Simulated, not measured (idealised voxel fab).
process module | voxel transistor to metal
cross-section cut | 150 nm wide | cells 5 nm
A cross-section is a grid of square cells, given in bands from the top down. A band is one or more rows of cells.
Each band's line starts with the height of the band's top and of its bottom, in nm. Then come its materials from left to right, each with its width in nm. One material with "throughout" fills the band from edge to edge. "air" is empty space.
Height 0 is the level under which the wafer as received is all one material. The lowest band goes on downwards, as in "0 down".
A width such as "30 to 40" changes by the same amount from each row of cells to the next, from the band's top row to its bottom row.
"no change" after a step means that no cell of the cross-section changed.
closed voids: empty space of 8 cells or more with no open way to the top, each as width x height at its distance from the left edge, in nm
after a step's settings: what the simulator itself notes on the step
overlay nm, on a step with a mask: how far to the right of its planned place the mask lay; to the left if negative
Each pair below shows a cross-section before one step and the cross-section after it, down to the lowest band that changed. The line under each pair gives the step between them, with its settings. The pairs can come from different runs of this module on the same starting wafer, so a pair continues from the pair above only where its "before" says so.
before
  100 to 95: Ru throughout
  95 to 90: TiN 40 | Ru 5 | TiN 60 | Ru 5 | TiN 40
  90 to 65: SiO2 35 | TiN 5 | Ru 5 | TiN 5 | SiO2 50 | TiN 5 | Ru 5 | TiN 5 | SiO2 35
  65 to 60: SiN 35 | TiN 15 | SiN 50 | TiN 15 | SiN 35
  60 to 45: SiO2 35 | TiN 5 | Ru 5 | TiN 5 | SiO2 50 | TiN 5 | Ru 5 | TiN 5 | SiO2 35
  45 to 30: SiO2 35 | TiN 5 | Ru 5 | TiN 5 | SiO2 10 | SiN 5 | SiCN 20 | SiN 5 | SiO2 10 | TiN 5 | Ru 5 | TiN 5 | SiO2 35
  30 to 15: SiO2 35 | TiN 5 | Ru 5 | TiN 5 | SiO2 10 | SiN 5 | polySi 20 | SiN 5 | SiO2 10 | TiN 5 | Ru 5 | TiN 5 | SiO2 35
  15 to 10: SiO2 35 | TiN 15 | SiO2 10 | SiN 5 | polySi 20 | SiN 5 | SiO2 10 | TiN 15 | SiO2 35
  10 to 5: SiO2 35 | TiN 10 | SiGe 15 | SiN 5 | polySi 20 | SiN 5 | SiGe 15 | TiN 10 | SiO2 35
  5 to 0: SiO2 25 | SiN 5 | SiGe 30 | SiN 5 | polySi 20 | SiN 5 | SiGe 30 | SiN 5 | SiO2 25
  0 to -5: SiO2 25 | SiN 5 | SiGe 30 | SiO2 30 | SiGe 30 | SiN 5 | SiO2 25
  -5 to -10: SiO2 35 | SiGe 25 | Si 30 | SiGe 25 | SiO2 35
  -10 to -15: SiO2 30 | Si 5 | SiGe 25 | Si 30 | SiGe 25 | Si 5 | SiO2 30
  -15 to -30: SiO2 30 | Si 90 | SiO2 30
  -30 down: Si throughout
  closed voids: none
after
  90 to 65: SiO2 35 | TiN 5 | Ru 5 | TiN 5 | SiO2 50 | TiN 5 | Ru 5 | TiN 5 | SiO2 35
  below 65: unchanged
  closed voids: none
the step between: op CMP | height nm 90
before: the cross-section after the pair above
after
  95 to 90: SiCN throughout
  below 90: unchanged
  closed voids: none
the step between: op CONFORMAL_DEP | material SiCN | thk nm 5
before
  30 to 15: air 30 | resist 90 | air 30
  15 to 5: air 30 | SiN 90 | air 30
  5 to 0: air 30 | SiO2 90 | air 30
  0 to -30: air 30 | Si 90 | air 30
  -30 down: Si throughout
  closed voids: none
after
  30 to 15: air 30 | resist 90 | air 30
  15 to 5: air 30 | SiN 90 | air 30
  5 to 0: air 30 | SiO2 90 | air 30
  0 to -60: air 30 | Si 90 | air 30
  below -60: unchanged
  closed voids: none
the step between: op DIRECTIONAL_ETCH | etch materials Si | depth nm 30
before: the cross-section after the pair above
after
  15 to 5: air 30 | SiN 90 | air 30
  below 5: unchanged
  closed voids: none
the step between: op STRIP | etch materials resist
before: the cross-section after the pair above
after
  20 to 15: SiO2 throughout
  15 to 5: SiO2 30 | SiN 90 | SiO2 30
  5 to 0: SiO2 throughout
  0 to -60: SiO2 30 | Si 90 | SiO2 30
  below -60: unchanged
  closed voids: none
the step between: op FILL_DEP | material SiO2 | thk nm 5
before: the cross-section after the pair above
after
  15 to 5: SiO2 30 | SiN 90 | SiO2 30
  below 5: unchanged
  closed voids: none
the step between: op CMP | height nm 15
before: the cross-section after the pair above
after
  15 to 10: air 30 | SiN 90 | air 30
  below 10: unchanged
  closed voids: none
the step between: op SELECTIVE_ETCH | etch materials SiO2 | depth nm 5
before: the cross-section after the pair above
after
  10 to 5: SiO2 30 | air 90 | SiO2 30
  below 5: unchanged
  closed voids: none
the step between: op STRIP | etch materials SiN
before: the cross-section after the pair above
after
  5 to 0: SiO2 25 | air 100 | SiO2 25
  below 0: unchanged
  closed voids: none
the step between: op SELECTIVE_ETCH | etch materials SiO2 | depth nm 5
before: the cross-section after the pair above
after
  5 to 0: SiO2 25 | air 100 | SiO2 25
  0 to -5: SiO2 throughout
  below -5: unchanged
  closed voids: none
the step between: op OXIDIZE | depth nm 5
before: the cross-section after the pair above
after
  35 to 30: polySi 25 | air 100 | polySi 25
  30 to 5: polySi throughout
  5 to 0: SiO2 25 | polySi 100 | SiO2 25
  below 0: unchanged
  closed voids: none
the step between: op DIRECTIONAL_DEP | material polySi | thk nm 30
before: the cross-section after the pair above
after
  50 to 45: SiCN 25 | air 100 | SiCN 25
  45 to 35: SiCN throughout
  35 to 30: polySi 25 | SiCN 100 | polySi 25
  below 30: unchanged
  closed voids: none
the step between: op DIRECTIONAL_DEP | material SiCN | thk nm 15
before: the cross-section after the pair above
after
  65 to 60: aC 25 | air 100 | aC 25
  60 to 50: aC throughout
  50 to 45: SiCN 25 | aC 100 | SiCN 25
  below 45: unchanged
  closed voids: none
the step between: op DIRECTIONAL_DEP | material aC | thk nm 15
before: the cross-section after the pair above
after
  100 to 65: air 65 | resist 20 | air 65
  65 to 60: aC 25 | air 40 | resist 20 | air 40 | aC 25
  below 60: unchanged
  closed voids: none
the step between: op PATTERN | tone cover | mask id GATE | material resist | width nm 20 | thk nm 35 | overlay nm 0
before: the cross-section after the pair above
after
  85 to 60: air 65 | resist 20 | air 65
  60 to 50: air 65 | aC 20 | air 65
  50 to 45: SiCN 25 | air 40 | aC 20 | air 40 | SiCN 25
  below 45: unchanged
  closed voids: none
the step between: op DIRECTIONAL_ETCH | etch materials aC | depth nm 15
before: the cross-section after the pair above
after
  60 to 50: air 65 | aC 20 | air 65
  below 50: unchanged
  closed voids: none
the step between: op STRIP | etch materials resist
before: the cross-section after the pair above
after
  60 to 45: air 65 | aC 20 | air 65
  45 to 35: air 65 | SiCN 20 | air 65
  35 to 30: polySi 25 | air 40 | SiCN 20 | air 40 | polySi 25
  below 30: unchanged
  closed voids: none
the step between: op DIRECTIONAL_ETCH | etch materials SiCN | depth nm 25
before: the cross-section after the pair above
after
  60 to 45: air 65 | aC 20 | air 65
  45 to 30: air 65 | SiCN 20 | air 65
  30 to 5: air 65 | polySi 20 | air 65
  5 to 0: SiO2 25 | air 40 | polySi 20 | air 40 | SiO2 25
  below 0: unchanged
  closed voids: none
the step between: op DIRECTIONAL_ETCH | etch materials polySi | depth nm 40
before: the cross-section after the pair above
after
  45 to 30: air 65 | SiCN 20 | air 65
  below 30: unchanged
  closed voids: none
the step between: op STRIP | etch materials aC
before: the cross-section after the pair above
after
  50 to 45: air 60 | SiN 30 | air 60
  45 to 30: air 60 | SiN 5 | SiCN 20 | SiN 5 | air 60
  30 to 10: air 60 | SiN 5 | polySi 20 | SiN 5 | air 60
  10 to 5: SiN 30 | air 30 | SiN 5 | polySi 20 | SiN 5 | air 30 | SiN 30
  5 to 0: SiO2 25 | SiN 40 | polySi 20 | SiN 40 | SiO2 25
  below 0: unchanged
  closed voids: none
the step between: op CONFORMAL_DEP | material SiN | thk nm 5
before: the cross-section after the pair above
after
  45 to 30: air 60 | SiN 5 | SiCN 20 | SiN 5 | air 60
  30 to 5: air 60 | SiN 5 | polySi 20 | SiN 5 | air 60
  5 to 0: SiO2 25 | SiN 5 | air 30 | SiN 5 | polySi 20 | SiN 5 | air 30 | SiN 5 | SiO2 25
  below 0: unchanged
  closed voids: none
the step between: op DIRECTIONAL_ETCH | etch materials SiN | depth nm 5
before: the cross-section after the pair above
after
  45 to 30: air 60 | SiN 5 | SiCN 20 | SiN 5 | air 60
  30 to 5: air 60 | SiN 5 | polySi 20 | SiN 5 | air 60
  5 to 0: air 25 | SiN 5 | air 30 | SiN 5 | polySi 20 | SiN 5 | air 30 | SiN 5 | air 25
  0 to -5: SiO2 30 | air 30 | SiO2 30 | air 30 | SiO2 30
  below -5: unchanged
  closed voids: none
the step between: op DIRECTIONAL_ETCH | etch materials SiO2 | depth nm 5
before: the cross-section after the pair above
after
  45 to 30: air 60 | SiN 5 | SiCN 20 | SiN 5 | air 60
  30 to 5: air 60 | SiN 5 | polySi 20 | SiN 5 | air 60
  5 to 0: air 25 | SiN 5 | air 30 | SiN 5 | polySi 20 | SiN 5 | air 30 | SiN 5 | air 25
  0 to -5: SiO2 30 | air 30 | SiO2 30 | air 30 | SiO2 30
  -5 to -15: SiO2 30 | air 30 | Si 30 | air 30 | SiO2 30
  below -15: unchanged
  closed voids: none
the step between: op DIRECTIONAL_ETCH | etch materials Si | depth nm 10
before: the cross-section after the pair above
after
  45 to 30: air 60 | SiN 5 | SiCN 20 | SiN 5 | air 60
  30 to 10: air 60 | SiN 5 | polySi 20 | SiN 5 | air 60
  10 to 5: air 45 | SiGe 15 | SiN 5 | polySi 20 | SiN 5 | SiGe 15 | air 45
  5 to 0: air 25 | SiN 5 | air 15 | SiGe 15 | SiN 5 | polySi 20 | SiN 5 | SiGe 15 | air 15 | SiN 5 | air 25
  0 to -5: SiO2 30 | SiGe 30 | SiO2 30 | SiGe 30 | SiO2 30
  -5 to -15: SiO2 30 | SiGe 30 | Si 30 | SiGe 30 | SiO2 30
  below -15: unchanged
  closed voids: none
the step between: op EPI | material SiGe | thk nm 15
before: the cross-section after the pair above
after
  55 to 45: SiO2 throughout
  45 to 30: SiO2 60 | SiN 5 | SiCN 20 | SiN 5 | SiO2 60
  30 to 10: SiO2 60 | SiN 5 | polySi 20 | SiN 5 | SiO2 60
  10 to 5: SiO2 45 | SiGe 15 | SiN 5 | polySi 20 | SiN 5 | SiGe 15 | SiO2 45
  5 to 0: SiO2 25 | SiN 5 | SiO2 15 | SiGe 15 | SiN 5 | polySi 20 | SiN 5 | SiGe 15 | SiO2 15 | SiN 5 | SiO2 25
  below 0: unchanged
  closed voids: none
the step between: op FILL_DEP | material SiO2 | thk nm 10
before: the cross-section after the pair above
after
  45 to 30: SiO2 60 | SiN 5 | SiCN 20 | SiN 5 | SiO2 60
  below 30: unchanged
  closed voids: none
the step between: op CMP | height nm 45
before: the cross-section after the pair above
after
  60 to 45: SiO2 throughout
  below 45: unchanged
  closed voids: none
the step between: op DIRECTIONAL_DEP | material SiO2 | thk nm 15
before: the cross-section after the pair above
after
  75 to 60: aC throughout
  below 60: unchanged
  closed voids: none
the step between: op DIRECTIONAL_DEP | material aC | thk nm 15
before: the cross-section after the pair above
after
  110 to 75: resist 35 | air 15 | resist 50 | air 15 | resist 35
  below 75: unchanged
  closed voids: none
the step between: op PATTERN | tone open | mask id CONTACT | material resist | width nm 15 | pitch nm 65 | thk nm 35 | overlay nm 0
before: the cross-section after the pair above
after
  95 to 75: resist 35 | air 15 | resist 50 | air 15 | resist 35
  75 to 60: aC 35 | air 15 | aC 50 | air 15 | aC 35
  below 60: unchanged
  closed voids: none
the step between: op DIRECTIONAL_ETCH | etch materials aC | depth nm 15
before: the cross-section after the pair above
after
  75 to 60: aC 35 | air 15 | aC 50 | air 15 | aC 35
  below 60: unchanged
  closed voids: none
the step between: op STRIP | etch materials resist
before: the cross-section after the pair above
after
  75 to 60: aC 35 | air 15 | aC 50 | air 15 | aC 35
  60 to 45: SiO2 35 | air 15 | SiO2 50 | air 15 | SiO2 35
  45 to 30: SiO2 35 | air 15 | SiO2 10 | SiN 5 | SiCN 20 | SiN 5 | SiO2 10 | air 15 | SiO2 35
  30 to 10: SiO2 35 | air 15 | SiO2 10 | SiN 5 | polySi 20 | SiN 5 | SiO2 10 | air 15 | SiO2 35
  10 to 5: SiO2 35 | air 10 | SiGe 15 | SiN 5 | polySi 20 | SiN 5 | SiGe 15 | air 10 | SiO2 35
  5 to 0: SiO2 25 | SiN 5 | SiO2 5 | air 10 | SiGe 15 | SiN 5 | polySi 20 | SiN 5 | SiGe 15 | air 10 | SiO2 5 | SiN 5 | SiO2 25
  below 0: unchanged
  closed voids: none
the step between: op DIRECTIONAL_ETCH | etch materials SiO2 | depth nm 60
before: the cross-section after the pair above
after
  60 to 45: SiO2 35 | air 15 | SiO2 50 | air 15 | SiO2 35
  below 45: unchanged
  closed voids: none
the step between: op STRIP | etch materials aC
before: the cross-section after the pair above
after
  65 to 60: TiN 40 | air 5 | TiN 60 | air 5 | TiN 40
  60 to 45: SiO2 35 | TiN 5 | air 5 | TiN 5 | SiO2 50 | TiN 5 | air 5 | TiN 5 | SiO2 35
  45 to 30: SiO2 35 | TiN 5 | air 5 | TiN 5 | SiO2 10 | SiN 5 | SiCN 20 | SiN 5 | SiO2 10 | TiN 5 | air 5 | TiN 5 | SiO2 35
  30 to 15: SiO2 35 | TiN 5 | air 5 | TiN 5 | SiO2 10 | SiN 5 | polySi 20 | SiN 5 | SiO2 10 | TiN 5 | air 5 | TiN 5 | SiO2 35
  15 to 10: SiO2 35 | TiN 15 | SiO2 10 | SiN 5 | polySi 20 | SiN 5 | SiO2 10 | TiN 15 | SiO2 35
  10 to 5: SiO2 35 | TiN 10 | SiGe 15 | SiN 5 | polySi 20 | SiN 5 | SiGe 15 | TiN 10 | SiO2 35
  5 to 0: SiO2 25 | SiN 5 | SiO2 5 | TiN 10 | SiGe 15 | SiN 5 | polySi 20 | SiN 5 | SiGe 15 | TiN 10 | SiO2 5 | SiN 5 | SiO2 25
  below 0: unchanged
  closed voids: none
the step between: op CONFORMAL_DEP | material TiN | thk nm 5
before: the cross-section after the pair above
after
  70 to 65: Ru throughout
  65 to 60: TiN 40 | Ru 5 | TiN 60 | Ru 5 | TiN 40
  60 to 45: SiO2 35 | TiN 5 | Ru 5 | TiN 5 | SiO2 50 | TiN 5 | Ru 5 | TiN 5 | SiO2 35
  45 to 30: SiO2 35 | TiN 5 | Ru 5 | TiN 5 | SiO2 10 | SiN 5 | SiCN 20 | SiN 5 | SiO2 10 | TiN 5 | Ru 5 | TiN 5 | SiO2 35
  30 to 15: SiO2 35 | TiN 5 | Ru 5 | TiN 5 | SiO2 10 | SiN 5 | polySi 20 | SiN 5 | SiO2 10 | TiN 5 | Ru 5 | TiN 5 | SiO2 35
  below 15: unchanged
  closed voids: none
the step between: op FILL_DEP | material Ru | thk nm 5
before: the cross-section after the pair above
after
  60 to 45: SiO2 35 | TiN 5 | Ru 5 | TiN 5 | SiO2 50 | TiN 5 | Ru 5 | TiN 5 | SiO2 35
  below 45: unchanged
  closed voids: none
the step between: op CMP | height nm 60
before: the cross-section after the pair above
after
  65 to 60: SiN throughout
  below 60: unchanged
  closed voids: none
the step between: op CONFORMAL_DEP | material SiN | thk nm 5
before: the cross-section after the pair above
after
  90 to 65: SiO2 throughout
  below 65: unchanged
  closed voids: none
the step between: op DIRECTIONAL_DEP | material SiO2 | thk nm 25
before: the cross-section after the pair above
after
  90 to 65: SiO2 35 | air 15 | SiO2 50 | air 15 | SiO2 35
  below 65: unchanged
  closed voids: none
the step between: op MASKED_ETCH | tone open | mask id METAL_1 | width nm 15 | pitch nm 65 | etch materials SiO2 | depth nm 25 | overlay nm 0
before: the cross-section after the pair above
after
  90 to 65: SiO2 35 | air 15 | SiO2 50 | air 15 | SiO2 35
  65 to 60: SiN 35 | air 15 | SiN 50 | air 15 | SiN 35
  below 60: unchanged
  closed voids: none
the step between: op MASKED_ETCH | tone open | mask id METAL_1 | width nm 15 | pitch nm 65 | etch materials SiN | depth nm 5 | overlay nm 0
before: the cross-section after the pair above
after
  95 to 90: TiN 40 | air 5 | TiN 60 | air 5 | TiN 40
  90 to 65: SiO2 35 | TiN 5 | air 5 | TiN 5 | SiO2 50 | TiN 5 | air 5 | TiN 5 | SiO2 35
  65 to 60: SiN 35 | TiN 15 | SiN 50 | TiN 15 | SiN 35
  below 60: unchanged
  closed voids: none
the step between: op CONFORMAL_DEP | material TiN | thk nm 5
before: the cross-section after the pair above
after
  100 to 95: Ru throughout
  95 to 90: TiN 40 | Ru 5 | TiN 60 | Ru 5 | TiN 40
  90 to 65: SiO2 35 | TiN 5 | Ru 5 | TiN 5 | SiO2 50 | TiN 5 | Ru 5 | TiN 5 | SiO2 35
  below 65: unchanged
  closed voids: none
the step between: op FILL_DEP | material Ru | thk nm 5
before: the cross-section after the pair above
after
  90 to 65: SiO2 35 | TiN 5 | Ru 5 | TiN 5 | SiO2 50 | TiN 5 | Ru 5 | TiN 5 | SiO2 35
  below 65: unchanged
  closed voids: none
the step between: op CMP | height nm 90
before: the cross-section after the pair above
after
  95 to 90: SiCN throughout
  below 90: unchanged
  closed voids: none
the step between: op CONFORMAL_DEP | material SiCN | thk nm 5
before
  15 to 10: air 30 | SiN 90 | air 30
  10 to 5: SiO2 30 | SiN 90 | SiO2 30
  5 to 0: SiO2 throughout
  0 to -30: SiO2 30 | Si 90 | SiO2 30
  -30 down: Si throughout
  closed voids: none
after
  15 to 5: air 30 | SiN 90 | air 30
  below 5: unchanged
  closed voids: none
the step between: op SELECTIVE_ETCH | etch materials SiO2 | depth nm 5
before: the cross-section after the pair above
after
  5 to 0: SiO2 throughout
  below 0: unchanged
  closed voids: none
the step between: op STRIP | etch materials SiN
before: the cross-section after the pair above
after
  35 to 5: polySi throughout
  below 5: unchanged
  closed voids: none
the step between: op DIRECTIONAL_DEP | material polySi | thk nm 30
before: the cross-section after the pair above
after
  50 to 35: SiCN throughout
  below 35: unchanged
  closed voids: none
the step between: op DIRECTIONAL_DEP | material SiCN | thk nm 15
before: the cross-section after the pair above
after
  65 to 50: aC throughout
  below 50: unchanged
  closed voids: none
the step between: op DIRECTIONAL_DEP | material aC | thk nm 15
before: the cross-section after the pair above
after
  100 to 65: air 65 | resist 20 | air 65
  below 65: unchanged
  closed voids: none
the step between: op PATTERN | tone cover | mask id GATE | material resist | width nm 20 | thk nm 35 | overlay nm 0
before: the cross-section after the pair above
after
  85 to 65: air 65 | resist 20 | air 65
  65 to 50: air 65 | aC 20 | air 65
  below 50: unchanged
  closed voids: none
the step between: op DIRECTIONAL_ETCH | etch materials aC | depth nm 15
before: the cross-section after the pair above
after
  65 to 50: air 65 | aC 20 | air 65
  below 50: unchanged
  closed voids: none
the step between: op STRIP | etch materials resist
before: the cross-section after the pair above
after
  65 to 50: air 65 | aC 20 | air 65
  50 to 35: air 65 | SiCN 20 | air 65
  below 35: unchanged
  closed voids: none
the step between: op DIRECTIONAL_ETCH | etch materials SiCN | depth nm 25
before: the cross-section after the pair above
after
  65 to 50: air 65 | aC 20 | air 65
  50 to 35: air 65 | SiCN 20 | air 65
  35 to 5: air 65 | polySi 20 | air 65
  below 5: unchanged
  closed voids: none
the step between: op DIRECTIONAL_ETCH | etch materials polySi | depth nm 40
before: the cross-section after the pair above
after
  50 to 35: air 65 | SiCN 20 | air 65
  below 35: unchanged
  closed voids: none
the step between: op STRIP | etch materials aC
before: the cross-section after the pair above
after
  55 to 50: air 60 | SiN 30 | air 60
  50 to 35: air 60 | SiN 5 | SiCN 20 | SiN 5 | air 60
  35 to 10: air 60 | SiN 5 | polySi 20 | SiN 5 | air 60
  10 to 5: SiN 65 | polySi 20 | SiN 65
  below 5: unchanged
  closed voids: none
the step between: op CONFORMAL_DEP | material SiN | thk nm 5
before: the cross-section after the pair above
after
  50 to 35: air 60 | SiN 5 | SiCN 20 | SiN 5 | air 60
  35 to 5: air 60 | SiN 5 | polySi 20 | SiN 5 | air 60
  below 5: unchanged
  closed voids: none
the step between: op DIRECTIONAL_ETCH | etch materials SiN | depth nm 5
before: the cross-section after the pair above
after
  50 to 35: air 60 | SiN 5 | SiCN 20 | SiN 5 | air 60
  35 to 5: air 60 | SiN 5 | polySi 20 | SiN 5 | air 60
  5 to 0: air 60 | SiO2 30 | air 60
  below 0: unchanged
  closed voids: none
the step between: op DIRECTIONAL_ETCH | etch materials SiO2 | depth nm 5
before: the cross-section after the pair above
after
  50 to 35: air 60 | SiN 5 | SiCN 20 | SiN 5 | air 60
  35 to 5: air 60 | SiN 5 | polySi 20 | SiN 5 | air 60
  5 to 0: air 60 | SiO2 30 | air 60
  0 to -10: SiO2 30 | air 30 | Si 30 | air 30 | SiO2 30
  below -10: unchanged
  closed voids: none
the step between: op DIRECTIONAL_ETCH | etch materials Si | depth nm 10
before: the cross-section after the pair above
after
  50 to 35: air 60 | SiN 5 | SiCN 20 | SiN 5 | air 60
  35 to 15: air 60 | SiN 5 | polySi 20 | SiN 5 | air 60
  15 to 5: air 45 | SiGe 15 | SiN 5 | polySi 20 | SiN 5 | SiGe 15 | air 45
  5 to 0: air 25 | SiGe 35 | SiO2 30 | SiGe 35 | air 25
  0 to -10: SiO2 30 | SiGe 30 | Si 30 | SiGe 30 | SiO2 30
  below -10: unchanged
  closed voids: none
the step between: op EPI | material SiGe | thk nm 15
before: the cross-section after the pair above
after
  60 to 50: SiO2 throughout
  50 to 35: SiO2 60 | SiN 5 | SiCN 20 | SiN 5 | SiO2 60
  35 to 15: SiO2 60 | SiN 5 | polySi 20 | SiN 5 | SiO2 60
  15 to 5: SiO2 45 | SiGe 15 | SiN 5 | polySi 20 | SiN 5 | SiGe 15 | SiO2 45
  5 to 0: SiO2 25 | SiGe 35 | SiO2 30 | SiGe 35 | SiO2 25
  below 0: unchanged
  closed voids: none
the step between: op FILL_DEP | material SiO2 | thk nm 10
before: the cross-section after the pair above
after
  45 to 35: SiO2 60 | SiN 5 | SiCN 20 | SiN 5 | SiO2 60
  below 35: unchanged
  closed voids: none
the step between: op CMP | height nm 45
before: the cross-section after the pair above
after
  60 to 45: SiO2 throughout
  below 45: unchanged
  closed voids: none
the step between: op DIRECTIONAL_DEP | material SiO2 | thk nm 15
before: the cross-section after the pair above
after
  75 to 60: aC throughout
  below 60: unchanged
  closed voids: none
the step between: op DIRECTIONAL_DEP | material aC | thk nm 15
before: the cross-section after the pair above
after
  110 to 75: resist 35 | air 15 | resist 50 | air 15 | resist 35
  below 75: unchanged
  closed voids: none
the step between: op PATTERN | tone open | mask id CONTACT | material resist | width nm 15 | pitch nm 65 | thk nm 35 | overlay nm 0
before: the cross-section after the pair above
after
  95 to 75: resist 35 | air 15 | resist 50 | air 15 | resist 35
  75 to 60: aC 35 | air 15 | aC 50 | air 15 | aC 35
  below 60: unchanged
  closed voids: none
the step between: op DIRECTIONAL_ETCH | etch materials aC | depth nm 15
before: the cross-section after the pair above
after
  75 to 60: aC 35 | air 15 | aC 50 | air 15 | aC 35
  below 60: unchanged
  closed voids: none
the step between: op STRIP | etch materials resist
before: the cross-section after the pair above
after
  75 to 60: aC 35 | air 15 | aC 50 | air 15 | aC 35
  60 to 45: SiO2 35 | air 15 | SiO2 50 | air 15 | SiO2 35
  45 to 35: SiO2 35 | air 15 | SiO2 10 | SiN 5 | SiCN 20 | SiN 5 | SiO2 10 | air 15 | SiO2 35
  35 to 15: SiO2 35 | air 15 | SiO2 10 | SiN 5 | polySi 20 | SiN 5 | SiO2 10 | air 15 | SiO2 35
  15 to 5: SiO2 35 | air 10 | SiGe 15 | SiN 5 | polySi 20 | SiN 5 | SiGe 15 | air 10 | SiO2 35
  below 5: unchanged
  closed voids: none
the step between: op DIRECTIONAL_ETCH | etch materials SiO2 | depth nm 60
before: the cross-section after the pair above
after
  60 to 45: SiO2 35 | air 15 | SiO2 50 | air 15 | SiO2 35
  below 45: unchanged
  closed voids: none
the step between: op STRIP | etch materials aC
before: the cross-section after the pair above
after
  65 to 60: TiN 40 | air 5 | TiN 60 | air 5 | TiN 40
  60 to 45: SiO2 35 | TiN 5 | air 5 | TiN 5 | SiO2 50 | TiN 5 | air 5 | TiN 5 | SiO2 35
  45 to 35: SiO2 35 | TiN 5 | air 5 | TiN 5 | SiO2 10 | SiN 5 | SiCN 20 | SiN 5 | SiO2 10 | TiN 5 | air 5 | TiN 5 | SiO2 35
  35 to 20: SiO2 35 | TiN 5 | air 5 | TiN 5 | SiO2 10 | SiN 5 | polySi 20 | SiN 5 | SiO2 10 | TiN 5 | air 5 | TiN 5 | SiO2 35
  20 to 15: SiO2 35 | TiN 15 | SiO2 10 | SiN 5 | polySi 20 | SiN 5 | SiO2 10 | TiN 15 | SiO2 35
  15 to 5: SiO2 35 | TiN 10 | SiGe 15 | SiN 5 | polySi 20 | SiN 5 | SiGe 15 | TiN 10 | SiO2 35
  below 5: unchanged
  closed voids: none
the step between: op CONFORMAL_DEP | material TiN | thk nm 5
before: the cross-section after the pair above
after
  70 to 65: Ru throughout
  65 to 60: TiN 40 | Ru 5 | TiN 60 | Ru 5 | TiN 40
  60 to 45: SiO2 35 | TiN 5 | Ru 5 | TiN 5 | SiO2 50 | TiN 5 | Ru 5 | TiN 5 | SiO2 35
  45 to 35: SiO2 35 | TiN 5 | Ru 5 | TiN 5 | SiO2 10 | SiN 5 | SiCN 20 | SiN 5 | SiO2 10 | TiN 5 | Ru 5 | TiN 5 | SiO2 35
  35 to 20: SiO2 35 | TiN 5 | Ru 5 | TiN 5 | SiO2 10 | SiN 5 | polySi 20 | SiN 5 | SiO2 10 | TiN 5 | Ru 5 | TiN 5 | SiO2 35
  below 20: unchanged
  closed voids: none
the step between: op FILL_DEP | material Ru | thk nm 5
before: the cross-section after the pair above
after
  60 to 45: SiO2 35 | TiN 5 | Ru 5 | TiN 5 | SiO2 50 | TiN 5 | Ru 5 | TiN 5 | SiO2 35
  below 45: unchanged
  closed voids: none
the step between: op CMP | height nm 60
before: the cross-section after the pair above
after
  65 to 60: SiN throughout
  below 60: unchanged
  closed voids: none
the step between: op CONFORMAL_DEP | material SiN | thk nm 5
before: the cross-section after the pair above
after
  90 to 65: SiO2 throughout
  below 65: unchanged
  closed voids: none
the step between: op DIRECTIONAL_DEP | material SiO2 | thk nm 25
before: the cross-section after the pair above
after
  90 to 65: SiO2 35 | air 15 | SiO2 50 | air 15 | SiO2 35
  below 65: unchanged
  closed voids: none
the step between: op MASKED_ETCH | tone open | mask id METAL_1 | width nm 15 | pitch nm 65 | etch materials SiO2 | depth nm 25 | overlay nm 0
before: the cross-section after the pair above
after
  90 to 65: SiO2 35 | air 15 | SiO2 50 | air 15 | SiO2 35
  65 to 60: SiN 35 | air 15 | SiN 50 | air 15 | SiN 35
  below 60: unchanged
  closed voids: none
the step between: op MASKED_ETCH | tone open | mask id METAL_1 | width nm 15 | pitch nm 65 | etch materials SiN | depth nm 5 | overlay nm 0
before: the cross-section after the pair above
after
  95 to 90: TiN 40 | air 5 | TiN 60 | air 5 | TiN 40
  90 to 65: SiO2 35 | TiN 5 | air 5 | TiN 5 | SiO2 50 | TiN 5 | air 5 | TiN 5 | SiO2 35
  65 to 60: SiN 35 | TiN 15 | SiN 50 | TiN 15 | SiN 35
  below 60: unchanged
  closed voids: none
the step between: op CONFORMAL_DEP | material TiN | thk nm 5
before: the cross-section after the pair above
after
  100 to 95: Ru throughout
  95 to 90: TiN 40 | Ru 5 | TiN 60 | Ru 5 | TiN 40
  90 to 65: SiO2 35 | TiN 5 | Ru 5 | TiN 5 | SiO2 50 | TiN 5 | Ru 5 | TiN 5 | SiO2 35
  below 65: unchanged
  closed voids: none
the step between: op FILL_DEP | material Ru | thk nm 5
before: the cross-section after the pair above
after
  90 to 65: SiO2 35 | TiN 5 | Ru 5 | TiN 5 | SiO2 50 | TiN 5 | Ru 5 | TiN 5 | SiO2 35
  below 65: unchanged
  closed voids: none
the step between: op CMP | height nm 90
before: the cross-section after the pair above
after
  95 to 90: SiCN throughout
  below 90: unchanged
  closed voids: none
the step between: op CONFORMAL_DEP | material SiCN | thk nm 5
before
  5 to 0: SiO2 25 | air 100 | SiO2 25
  0 to -30: SiO2 30 | Si 90 | SiO2 30
  -30 down: Si throughout
  closed voids: none
after
  5 to 0: SiO2 25 | air 100 | SiO2 25
  0 to -15: SiO2 throughout
  below -15: unchanged
  closed voids: none
the step between: op OXIDIZE | depth nm 15
before: the cross-section after the pair above
after
  35 to 30: polySi 25 | air 100 | polySi 25
  30 to 5: polySi throughout
  5 to 0: SiO2 25 | polySi 100 | SiO2 25
  below 0: unchanged
  closed voids: none
the step between: op DIRECTIONAL_DEP | material polySi | thk nm 30
before: the cross-section after the pair above
after
  50 to 45: SiCN 25 | air 100 | SiCN 25
  45 to 35: SiCN throughout
  35 to 30: polySi 25 | SiCN 100 | polySi 25
  below 30: unchanged
  closed voids: none
the step between: op DIRECTIONAL_DEP | material SiCN | thk nm 15
before: the cross-section after the pair above
after
  65 to 60: aC 25 | air 100 | aC 25
  60 to 50: aC throughout
  50 to 45: SiCN 25 | aC 100 | SiCN 25
  below 45: unchanged
  closed voids: none
the step between: op DIRECTIONAL_DEP | material aC | thk nm 15
before: the cross-section after the pair above
after
  100 to 65: air 65 | resist 20 | air 65
  65 to 60: aC 25 | air 40 | resist 20 | air 40 | aC 25
  below 60: unchanged
  closed voids: none
the step between: op PATTERN | tone cover | mask id GATE | material resist | width nm 20 | thk nm 35 | overlay nm 0
before: the cross-section after the pair above
after
  85 to 60: air 65 | resist 20 | air 65
  60 to 50: air 65 | aC 20 | air 65
  50 to 45: SiCN 25 | air 40 | aC 20 | air 40 | SiCN 25
  below 45: unchanged
  closed voids: none
the step between: op DIRECTIONAL_ETCH | etch materials aC | depth nm 15
before: the cross-section after the pair above
after
  60 to 50: air 65 | aC 20 | air 65
  below 50: unchanged
  closed voids: none
the step between: op STRIP | etch materials resist
before: the cross-section after the pair above
after
  60 to 45: air 65 | aC 20 | air 65
  45 to 35: air 65 | SiCN 20 | air 65
  35 to 30: polySi 25 | air 40 | SiCN 20 | air 40 | polySi 25
  below 30: unchanged
  closed voids: none
the step between: op DIRECTIONAL_ETCH | etch materials SiCN | depth nm 25
before: the cross-section after the pair above
after
  60 to 45: air 65 | aC 20 | air 65
  45 to 30: air 65 | SiCN 20 | air 65
  30 to 5: air 65 | polySi 20 | air 65
  5 to 0: SiO2 25 | air 40 | polySi 20 | air 40 | SiO2 25
  below 0: unchanged
  closed voids: none
the step between: op DIRECTIONAL_ETCH | etch materials polySi | depth nm 40
